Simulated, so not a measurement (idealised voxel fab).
Presented below is a process module, voxel air gaps.
Cross-section cut: width 230 nm, square cells of 5 nm.
Throughout this document, each cross-section is represented as a grid of square cells and is presented as a sequence of bands enumerated from the top downward, where a band comprises one or more rows of cells.
Band: top and bottom heights (nm) first, top before bottom; then materials from left to right, widths in nm. "all across" marks a sole material filling the band edge to edge. "empty" denotes empty space.
Height datum 0, below which the as-received substrate wafer is one material. Lowest band open at the bottom, running downward: "z 0 and below".
Note: "30->40" means the width goes from the first number (top row of the band) to the second number (bottom row) in equal steps per row of cells.
A step reported as "everything unchanged" is a step in which no cell of the cross-section changed.
The entry titled "Closed void entries" provides the empty spaces that have no open way to the top, restricted to those of 8 cells or more. Each is presented as width x height at distance, the distance being measured from the left edge, with all three in nm.
It should be noted that, on the line of a given step, the content following the step's settings is a remark produced by the simulator itself with respect to that step.
You can add "overlay nm" to a step's line. For a step with a mask, it describes how far the mask lay to the right of its planned position, and a negative number describes a lay to the left.

-- Steps in the process plan
| 1 | op RECEIVE | material Si |
| 2 | op CONFORMAL_DEP | material SiO2 | thk nm 10 |
| 3 | op CONFORMAL_DEP | material SiN | thk nm 5 |
| 4 | op DIRECTIONAL_DEP | material lowk | thk nm 40 |
| 5 | op DIRECTIONAL_DEP | material aC | thk nm 15 |
| 6 | op PATTERN | tone open | mask id LINES | material resist | width nm 20 | pitch nm 45 | thk nm 30 | overlay nm -15 |
| 7 | op DIRECTIONAL_ETCH | etch materials aC | depth nm 15 |
| 8 | op STRIP | etch materials resist |
| 9 | op DIRECTIONAL_ETCH | etch materials lowk | depth nm 40 |
| 10 | op STRIP | etch materials aC |
| 11 | op CONFORMAL_DEP | material TiN | thk nm 5 |
| 12 | op FILL_DEP | material Cu | thk nm 5 |
| 13 | op CMP | height nm 55 |
| 14 | op EPI | material Ru | thk nm 10 |
| 15 | op SELECTIVE_ETCH | etch materials lowk | depth nm 50 |
| 16 | op CONFORMAL_DEP | material SiCN | thk nm 5 |
Wafers differ in overlay nm at step 6; plan lists the first wafer's value; identical starting state.

-- First wafer of several, as received: cross-section after step 1
> z 0 and below = Si all across
> Closed void entries: none

-- first wafer at the end, after step 16
> z 70 to 65 = 30 of empty, then 140 of SiCN, then 60 of empty
> z 65 to 55 = 30 of empty, then 5 of SiCN, then 40 of Ru, then 5 of SiCN, then 40 of Ru, then 5 of SiCN, then 40 of Ru, then 5 of SiCN, then 60 of empty
> z 55 to 50 = 30 of empty, then 15 of SiCN, then 5 of TiN, then 10 of Cu, then 5 of TiN, then 25 of SiCN, then 5 of TiN, then 10 of Cu, then 5 of TiN, then 25 of SiCN, then 5 of TiN, then 10 of Cu, then 5 of TiN, then 15 of SiCN, then 60 of empty
> z 50 to 20 = 40 of empty, then 5 of SiCN, then 5 of TiN, then 10 of Cu, then 5 of TiN, then 5 of SiCN, then 15 of empty, then 5 of SiCN, then 5 of TiN, then 10 of Cu, then 5 of TiN, then 5 of SiCN, then 15 of empty, then 5 of SiCN, then 5 of TiN, then 10 of Cu, then 5 of TiN, then 5 of SiCN, then 70 of empty
> z 20 to 15 = 45 of SiCN, then 20 of TiN, then 25 of SiCN, then 20 of TiN, then 25 of SiCN, then 20 of TiN, then 75 of SiCN
> z 15 to 10 = SiN all across
> z 10 to 0 = SiO2 all across
> z 0 and below = Si all across
> Closed void entries: 15 x 30 at 70; 15 x 30 at 115

-- The last wafer as seen in cross-section at the end of the module
> z 70 to 65 = 60 of empty, then 140 of SiCN, then 30 of empty
> z 65 to 55 = 60 of empty, then 5 of SiCN, then 40 of Ru, then 5 of SiCN, then 40 of Ru, then 5 of SiCN, then 40 of Ru, then 5 of SiCN, then 30 of empty
> z 55 to 50 = 60 of empty, then 15 of SiCN, then 5 of TiN, then 10 of Cu, then 5 of TiN, then 25 of SiCN, then 5 of TiN, then 10 of Cu, then 5 of TiN, then 25 of SiCN, then 5 of TiN, then 10 of Cu, then 5 of TiN, then 15 of SiCN, then 30 of empty
> z 50 to 20 = 70 of empty, then 5 of SiCN, then 5 of TiN, then 10 of Cu, then 5 of TiN, then 5 of SiCN, then 15 of empty, then 5 of SiCN, then 5 of TiN, then 10 of Cu, then 5 of TiN, then 5 of SiCN, then 15 of empty, then 5 of SiCN, then 5 of TiN, then 10 of Cu, then 5 of TiN, then 5 of SiCN, then 40 of empty
> z 20 to 15 = 75 of SiCN, then 20 of TiN, then 25 of SiCN, then 20 of TiN, then 25 of SiCN, then 20 of TiN, then 45 of SiCN
> z 15 to 10 = SiN all across
> z 10 to 0 = SiO2 all across
> z 0 and below = Si all across
> Closed void entries: 15 x 30 at 100; 15 x 30 at 145

-- Rows = wafers. At module end, each row lists per material the cells gained (+) or lost (-) since the wafer was received, then the closed voids
overlay nm -15, +42 Cu, +48 Ru, +122 SiCN, +46 SiN, +92 SiO2, +54 TiN, Closed void entries: 15 x 30 at 70; 15 x 30 at 115
overlay nm -10, +42 Cu, +48 Ru, +122 SiCN, +46 SiN, +92 SiO2, +54 TiN, Closed void entries: 15 x 30 at 75; 15 x 30 at 120
overlay nm -5, +42 Cu, +48 Ru, +122 SiCN, +46 SiN, +92 SiO2, +54 TiN, Closed void entries: 15 x 30 at 80; 15 x 30 at 125
overlay nm 0, +42 Cu, +48 Ru, +122 SiCN, +46 SiN, +92 SiO2, +54 TiN, Closed void entries: 15 x 30 at 85; 15 x 30 at 130
overlay nm 5, +42 Cu, +48 Ru, +122 SiCN, +46 SiN, +92 SiO2, +54 TiN, Closed void entries: 15 x 30 at 90; 15 x 30 at 135
overlay nm 10, +42 Cu, +48 Ru, +122 SiCN, +46 SiN, +92 SiO2, +54 TiN, Closed void entries: 15 x 30 at 95; 15 x 30 at 140
overlay nm 15, +42 Cu, +48 Ru, +122 SiCN, +46 SiN, +92 SiO2, +54 TiN, Closed void entries: 15 x 30 at 100; 15 x 30 at 145
